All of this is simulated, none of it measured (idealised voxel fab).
process module | voxel wiring stack
cross-section cut | 220 nm wide | cells 5 nm
A cross-section is a grid of square cells, given in bands from the top down. A band is one or more rows of cells.
Each band's line starts with the height of the band's top and of its bottom, in nm. Then come its materials from left to right, each with its width in nm. One material with "throughout" fills the band from edge to edge. "air" is empty space.
Height 0 is the level under which the wafer as received is all one material. The lowest band goes on downwards, as in "0 down".
A width such as "30 to 40" changes by the same amount from each row of cells to the next, from the band's top row to its bottom row.
"no change" after a step means that no cell of the cross-section changed.
closed voids: empty space of 8 cells or more with no open way to the top, each as width x height at its distance from the left edge, in nm
after a step's settings: what the simulator itself notes on the step
overlay nm, on a step with a mask: how far to the right of its planned place the mask lay; to the left if negative
Each pair below shows a cross-section before one step and the cross-section after it, down to the lowest band that changed. The line under each pair gives the step between them, with its settings. The pairs can come from different runs of this module on the same starting wafer, so a pair continues from the pair above only where its "before" says so.
before
  80 to 65: resist 30 | air 15 | resist 75 | air 15 | resist 85
  65 to 55: lowk 30 | air 15 | lowk 75 | air 15 | lowk 85
  55 to 50: SiCN throughout
  50 to 45: Ru 35 | SiCN 10 | Ru 35 | SiCN 10 | Ru 35 | SiCN 10 | Ru 35 | SiCN 10 | Ru 40
  45 to 20: Ru 25 | TiN 5 | SiO2 20 | TiN 5 | Ru 15 | TiN 5 | SiO2 20 | TiN 5 | Ru 15 | TiN 5 | SiO2 20 | TiN 5 | Ru 15 | TiN 5 | SiO2 20 | TiN 5 | Ru 30
  20 to 15: TiN 30 | SiN 20 | TiN 25 | SiN 20 | TiN 25 | SiN 20 | TiN 25 | SiN 20 | TiN 35
  15 to 0: SiO2 throughout
  0 down: Si throughout
  closed voids: none
after
  80 to 65: resist 30 | air 15 | resist 75 | air 15 | resist 85
  65 to 55: lowk 30 | air 15 | lowk 75 | air 15 | lowk 85
  55 to 50: SiCN 30 | air 15 | SiCN 75 | air 15 | SiCN 85
  below 50: unchanged
  closed voids: none
the step between: op DIRECTIONAL_ETCH | etch materials SiCN | depth nm 5
before: the cross-section after the pair above
after
  65 to 55: lowk 30 | air 15 | lowk 75 | air 15 | lowk 85
  below 55: unchanged
  closed voids: none
the step between: op STRIP | etch materials resist
before: the cross-section after the pair above
after
  65 to 60: lowk 30 | air 15 | lowk 75 | air 15 | lowk 85
  60 to 55: lowk 30 | Ru 15 | lowk 75 | Ru 15 | lowk 85
  55 to 50: SiCN 30 | Ru 15 | SiCN 75 | Ru 15 | SiCN 85
  below 50: unchanged
  closed voids: none
the step between: op EPI | material Ru | thk nm 10
before: the cross-section after the pair above
after
  65 to 55: lowk 30 | Ru 15 | lowk 75 | Ru 15 | lowk 85
  below 55: unchanged
  closed voids: none
the step between: op EPI | material Ru | thk nm 5
before: the cross-section after the pair above
after
  70 to 65: TiN throughout
  below 65: unchanged
  closed voids: none
the step between: op DIRECTIONAL_DEP | material TiN | thk nm 5
before: the cross-section after the pair above
after
  90 to 70: Ru throughout
  below 70: unchanged
  closed voids: none
the step between: op DIRECTIONAL_DEP | material Ru | thk nm 20
before: the cross-section after the pair above
after
  100 to 90: aC throughout
  below 90: unchanged
  closed voids: none
the step between: op DIRECTIONAL_DEP | material aC | thk nm 10
before: the cross-section after the pair above
after
  130 to 100: air 30 | resist 20 | air 25 | resist 20 | air 25 | resist 20 | air 25 | resist 20 | air 35
  below 100: unchanged
  closed voids: none
the step between: op PATTERN | tone cover | mask id METAL_2 | material resist | width nm 20 | pitch nm 45 | thk nm 30 | overlay nm 0
before: the cross-section after the pair above
after
  120 to 100: air 30 | resist 20 | air 25 | resist 20 | air 25 | resist 20 | air 25 | resist 20 | air 35
  100 to 90: air 30 | aC 20 | air 25 | aC 20 | air 25 | aC 20 | air 25 | aC 20 | air 35
  below 90: unchanged
  closed voids: none
the step between: op DIRECTIONAL_ETCH | etch materials aC | depth nm 10
before: the cross-section after the pair above
after
  100 to 90: air 30 | aC 20 | air 25 | aC 20 | air 25 | aC 20 | air 25 | aC 20 | air 35
  below 90: unchanged
  closed voids: none
the step between: op STRIP | etch materials resist
before: the cross-section after the pair above
after
  100 to 90: air 30 | aC 20 | air 25 | aC 20 | air 25 | aC 20 | air 25 | aC 20 | air 35
  90 to 70: air 30 | Ru 20 | air 25 | Ru 20 | air 25 | Ru 20 | air 25 | Ru 20 | air 35
  below 70: unchanged
  closed voids: none
the step between: op DIRECTIONAL_ETCH | etch materials Ru | depth nm 20
before: the cross-section after the pair above
after
  100 to 90: air 30 | aC 20 | air 25 | aC 20 | air 25 | aC 20 | air 25 | aC 20 | air 35
  90 to 70: air 30 | Ru 20 | air 25 | Ru 20 | air 25 | Ru 20 | air 25 | Ru 20 | air 35
  70 to 65: air 30 | TiN 20 | air 25 | TiN 20 | air 25 | TiN 20 | air 25 | TiN 20 | air 35
  below 65: unchanged
  closed voids: none
the step between: op DIRECTIONAL_ETCH | etch materials TiN | depth nm 5
before: the cross-section after the pair above
after
  90 to 70: air 30 | Ru 20 | air 25 | Ru 20 | air 25 | Ru 20 | air 25 | Ru 20 | air 35
  below 70: unchanged
  closed voids: none
the step between: op STRIP | etch materials aC
before: the cross-section after the pair above
after
  95 to 90: air 25 | SiN 30 | air 15 | SiN 30 | air 15 | SiN 30 | air 15 | SiN 30 | air 30
  90 to 70: air 25 | SiN 5 | Ru 20 | SiN 5 | air 15 | SiN 5 | Ru 20 | SiN 5 | air 15 | SiN 5 | Ru 20 | SiN 5 | air 15 | SiN 5 | Ru 20 | SiN 5 | air 30
  70 to 65: SiN 30 | TiN 20 | SiN 25 | TiN 20 | SiN 25 | TiN 20 | SiN 25 | TiN 20 | SiN 35
  below 65: unchanged
  closed voids: none
the step between: op CONFORMAL_DEP | material SiN | thk nm 5
before: the cross-section after the pair above
after
  105 to 95: lowk throughout
  95 to 90: lowk 25 | SiN 30 | lowk 15 | SiN 30 | lowk 15 | SiN 30 | lowk 15 | SiN 30 | lowk 30
  90 to 70: lowk 25 | SiN 5 | Ru 20 | SiN 5 | lowk 15 | SiN 5 | Ru 20 | SiN 5 | lowk 15 | SiN 5 | Ru 20 | SiN 5 | lowk 15 | SiN 5 | Ru 20 | SiN 5 | lowk 30
  below 70: unchanged
  closed voids: none
the step between: op FILL_DEP | material lowk | thk nm 10
before: the cross-section after the pair above
after
  90 to 70: lowk 25 | SiN 5 | Ru 20 | SiN 5 | lowk 15 | SiN 5 | Ru 20 | SiN 5 | lowk 15 | SiN 5 | Ru 20 | SiN 5 | lowk 15 | SiN 5 | Ru 20 | SiN 5 | lowk 30
  below 70: unchanged
  closed voids: none
the step between: op CMP | height nm 90
before: the cross-section after the pair above
after
  95 to 90: SiCN throughout
  below 90: unchanged
  closed voids: none
the step between: op CONFORMAL_DEP | material SiCN | thk nm 5
before: the cross-section after the pair above
after
  105 to 95: SiO2 throughout
  below 95: unchanged
  closed voids: none
the step between: op DIRECTIONAL_DEP | material SiO2 | thk nm 10
before: the cross-section after the pair above
after
  125 to 105: resist 30 | air 15 | resist 75 | air 15 | resist 85
  below 105: unchanged
  closed voids: none
the step between: op PATTERN | tone open | mask id PLUG_2 | material resist | width nm 15 | pitch nm 90 | thk nm 20 | overlay nm 0
before: the cross-section after the pair above
after
  125 to 105: resist 30 | air 15 | resist 75 | air 15 | resist 85
  105 to 95: SiO2 30 | air 15 | SiO2 75 | air 15 | SiO2 85
  below 95: unchanged
  closed voids: none
the step between: op DIRECTIONAL_ETCH | etch materials SiO2 | depth nm 10
before: the cross-section after the pair above
after
  125 to 105: resist 30 | air 15 | resist 75 | air 15 | resist 85
  105 to 95: SiO2 30 | air 15 | SiO2 75 | air 15 | SiO2 85
  95 to 90: SiCN 30 | air 15 | SiCN 75 | air 15 | SiCN 85
  below 90: unchanged
  closed voids: none
the step between: op DIRECTIONAL_ETCH | etch materials SiCN | depth nm 5
before: the cross-section after the pair above
after
  105 to 95: SiO2 30 | air 15 | SiO2 75 | air 15 | SiO2 85
  below 95: unchanged
  closed voids: none
the step between: op STRIP | etch materials resist
before: the cross-section after the pair above
after
  105 to 100: SiO2 30 | air 15 | SiO2 75 | air 15 | SiO2 85
  100 to 95: SiO2 30 | Ru 15 | SiO2 75 | Ru 15 | SiO2 85
  95 to 90: SiCN 30 | Ru 15 | SiCN 75 | Ru 15 | SiCN 85
  below 90: unchanged
  closed voids: none
the step between: op EPI | material Ru | thk nm 10
before: the cross-section after the pair above
after
  105 to 95: SiO2 30 | Ru 15 | SiO2 75 | Ru 15 | SiO2 85
  below 95: unchanged
  closed voids: none
the step between: op EPI | material Ru | thk nm 5
before: the cross-section after the pair above
after
  110 to 105: SiCN throughout
  below 105: unchanged
  closed voids: none
the step between: op CONFORMAL_DEP | material SiCN | thk nm 5
before: the cross-section after the pair above
after
  135 to 110: lowk throughout
  below 110: unchanged
  closed voids: none
the step between: op DIRECTIONAL_DEP | material lowk | thk nm 25
before: the cross-section after the pair above
after
  135 to 110: lowk 30 | air 20 | lowk 25 | air 20 | lowk 25 | air 20 | lowk 25 | air 20 | lowk 35
  below 110: unchanged
  closed voids: none
the step between: op MASKED_ETCH | tone open | mask id METAL_3 | width nm 20 | pitch nm 45 | etch materials lowk | depth nm 25 | overlay nm 0
before: the cross-section after the pair above
after
  135 to 110: lowk 30 | air 20 | lowk 25 | air 20 | lowk 25 | air 20 | lowk 25 | air 20 | lowk 35
  110 to 105: SiCN 30 | air 20 | SiCN 25 | air 20 | SiCN 25 | air 20 | SiCN 25 | air 20 | SiCN 35
  below 105: unchanged
  closed voids: none
the step between: op MASKED_ETCH | tone open | mask id METAL_3 | width nm 20 | pitch nm 45 | etch materials SiCN | depth nm 5 | overlay nm 0
before: the cross-section after the pair above
after
  140 to 135: TiN 35 | air 10 | TiN 35 | air 10 | TiN 35 | air 10 | TiN 35 | air 10 | TiN 40
  135 to 110: lowk 30 | TiN 5 | air 10 | TiN 5 | lowk 25 | TiN 5 | air 10 | TiN 5 | lowk 25 | TiN 5 | air 10 | TiN 5 | lowk 25 | TiN 5 | air 10 | TiN 5 | lowk 35
  110 to 105: SiCN 30 | TiN 20 | SiCN 25 | TiN 20 | SiCN 25 | TiN 20 | SiCN 25 | TiN 20 | SiCN 35
  below 105: unchanged
  closed voids: none
the step between: op CONFORMAL_DEP | material TiN | thk nm 5
before: the cross-section after the pair above
after
  145 to 140: Ru throughout
  140 to 135: TiN 35 | Ru 10 | TiN 35 | Ru 10 | TiN 35 | Ru 10 | TiN 35 | Ru 10 | TiN 40
  135 to 110: lowk 30 | TiN 5 | Ru 10 | TiN 5 | lowk 25 | TiN 5 | Ru 10 | TiN 5 | lowk 25 | TiN 5 | Ru 10 | TiN 5 | lowk 25 | TiN 5 | Ru 10 | TiN 5 | lowk 35
  below 110: unchanged
  closed voids: none
the step between: op FILL_DEP | material Ru | thk nm 5
before: the cross-section after the pair above
after
  135 to 110: lowk 30 | TiN 5 | Ru 10 | TiN 5 | lowk 25 | TiN 5 | Ru 10 | TiN 5 | lowk 25 | TiN 5 | Ru 10 | TiN 5 | lowk 25 | TiN 5 | Ru 10 | TiN 5 | lowk 35
  below 110: unchanged
  closed voids: none
the step between: op CMP | height nm 135
before: the cross-section after the pair above
after
  140 to 135: SiCN throughout
  below 135: unchanged
  closed voids: none
the step between: op CONFORMAL_DEP | material SiCN | thk nm 5
